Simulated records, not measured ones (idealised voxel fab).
process module | voxel capacitor over wiring
cross-section cut | 240 nm wide | cells 5 nm
A cross-section is a grid of square cells, given in bands from the top down. A band is one or more rows of cells.
Each band's line starts with the height of the band's top and of its bottom, in nm. Then come its materials from left to right, each with its width in nm. One material with "throughout" fills the band from edge to edge. "air" is empty space.
Height 0 is the level under which the wafer as received is all one material. The lowest band goes on downwards, as in "0 down".
A width such as "30 to 40" changes by the same amount from each row of cells to the next, from the band's top row to its bottom row.
"no change" after a step means that no cell of the cross-section changed.
closed voids: empty space of 8 cells or more with no open way to the top, each as width x height at its distance from the left edge, in nm
after a step's settings: what the simulator itself notes on the step
overlay nm, on a step with a mask: how far to the right of its planned place the mask lay; to the left if negative
plan
1 op RECEIVE | material Si
2 op CONFORMAL_DEP | material SiO2 | thk nm 15
3 op CONFORMAL_DEP | material SiCN | thk nm 5
4 op DIRECTIONAL_DEP | material SiO2 | thk nm 15
5 op PATTERN | tone open | mask id METAL_1 | material resist | width nm 25 | pitch nm 85 | thk nm 15 | overlay nm 0
6 op DIRECTIONAL_ETCH | etch materials SiO2 | depth nm 15
7 op DIRECTIONAL_ETCH | etch materials SiCN | depth nm 5
8 op STRIP | etch materials resist
9 op CONFORMAL_DEP | material TiN | thk nm 5
10 op FILL_DEP | material Ru | thk nm 10
11 op CMP | height nm 35
12 op CONFORMAL_DEP | material SiCN | thk nm 5
13 op DIRECTIONAL_DEP | material lowk | thk nm 10
14 op PATTERN | tone open | mask id PLUG_1 | material resist | width nm 15 | thk nm 20 | overlay nm 0
15 op DIRECTIONAL_ETCH | etch materials lowk | depth nm 10
16 op DIRECTIONAL_ETCH | etch materials SiCN | depth nm 5
17 op STRIP | etch materials resist
18 op EPI | material Ru | thk nm 10
19 op EPI | material Ru | thk nm 5
20 op DIRECTIONAL_DEP | material TiN | thk nm 5
21 op DIRECTIONAL_DEP | material Al2O3 | thk nm 5
22 op DIRECTIONAL_DEP | material TiN | thk nm 5
23 op DIRECTIONAL_DEP | material aC | thk nm 15
24 op PATTERN | tone cover | mask id UPPER_PLATE | material resist | width nm 65 | thk nm 30 | overlay nm 0
25 op DIRECTIONAL_ETCH | etch materials aC | depth nm 15
26 op STRIP | etch materials resist
27 op DIRECTIONAL_ETCH | etch materials TiN | depth nm 5
28 op DIRECTIONAL_ETCH | etch materials Al2O3 | depth nm 5
29 op STRIP | etch materials aC
30 op PATTERN | tone cover | mask id LOWER_PLATE | material resist | width nm 75 | thk nm 20 | overlay nm 0
31 op DIRECTIONAL_ETCH | etch materials TiN | depth nm 5
32 op STRIP | etch materials resist
33 op FILL_DEP | material SiO2 | thk nm 15
34 op CMP | height nm 75
35 op DIRECTIONAL_DEP | material aC | thk nm 15
36 op PATTERN | tone open | mask id PLUG_2 | material resist | width nm 15 | thk nm 35 | overlay nm 0
37 op DIRECTIONAL_ETCH | etch materials aC | depth nm 15
38 op STRIP | etch materials resist
39 op DIRECTIONAL_ETCH | etch materials SiO2 | depth nm 5
40 op STRIP | etch materials aC
41 op CONFORMAL_DEP | material TiN | thk nm 5
42 op FILL_DEP | material W | thk nm 5
43 op CMP | height nm 75
44 op CONFORMAL_DEP | material SiCN | thk nm 5
varied across the wafers: depth nm of step 39. The plan shows the first wafer's value. All wafers start alike
first wafer as received, after step 1
  0 down: Si throughout
  closed voids: none
first wafer at the end, after step 44
  80 to 75: SiCN throughout
  75 to 70: SiO2 85 | TiN 15 | SiO2 140
  70 to 65: SiO2 throughout
  65 to 60: SiO2 75 | TiN 65 | SiO2 100
  60 to 55: SiO2 75 | Al2O3 65 | SiO2 100
  55 to 50: SiO2 70 | TiN 75 | SiO2 95
  50 to 40: lowk 75 | Ru 15 | lowk 150
  40 to 35: SiCN 75 | Ru 15 | SiCN 150
  35 to 20: SiO2 65 | TiN 5 | Ru 15 | TiN 5 | SiO2 60 | TiN 5 | Ru 15 | TiN 5 | SiO2 65
  20 to 15: SiCN 65 | TiN 25 | SiCN 60 | TiN 25 | SiCN 65
  15 to 0: SiO2 throughout
  0 down: Si throughout
  closed voids: none
last wafer at the end
  80 to 75: SiCN throughout
  75 to 70: SiO2 85 | TiN 5 | W 5 | TiN 5 | SiO2 140
  70 to 60: SiO2 85 to 75 | TiN 15 to 65 | SiO2 140 to 100
  60 to 55: SiO2 75 | Al2O3 65 | SiO2 100
  55 to 50: SiO2 70 | TiN 75 | SiO2 95
  50 to 40: lowk 75 | Ru 15 | lowk 150
  40 to 35: SiCN 75 | Ru 15 | SiCN 150
  35 to 20: SiO2 65 | TiN 5 | Ru 15 | TiN 5 | SiO2 60 | TiN 5 | Ru 15 | TiN 5 | SiO2 65
  20 to 15: SiCN 65 | TiN 25 | SiCN 60 | TiN 25 | SiCN 65
  15 to 0: SiO2 throughout
  0 down: Si throughout
  closed voids: none
each wafer at the end: cells of each material gained (+) or lost (-) since it was received, then its closed voids
depth nm 5 | +13 Al2O3 | +27 Ru | +131 SiCN | +454 SiO2 | +53 TiN | +90 lowk | closed voids: none
depth nm 10 | +13 Al2O3 | +27 Ru | +131 SiCN | +451 SiO2 | +55 TiN | +1 W | +90 lowk | closed voids: none
depth nm 15 | +13 Al2O3 | +27 Ru | +131 SiCN | +451 SiO2 | +55 TiN | +1 W | +90 lowk | closed voids: none
depth nm 20 | +13 Al2O3 | +27 Ru | +131 SiCN | +451 SiO2 | +55 TiN | +1 W | +90 lowk | closed voids: none
depth nm 25 | +13 Al2O3 | +27 Ru | +131 SiCN | +451 SiO2 | +55 TiN | +1 W | +90 lowk | closed voids: none
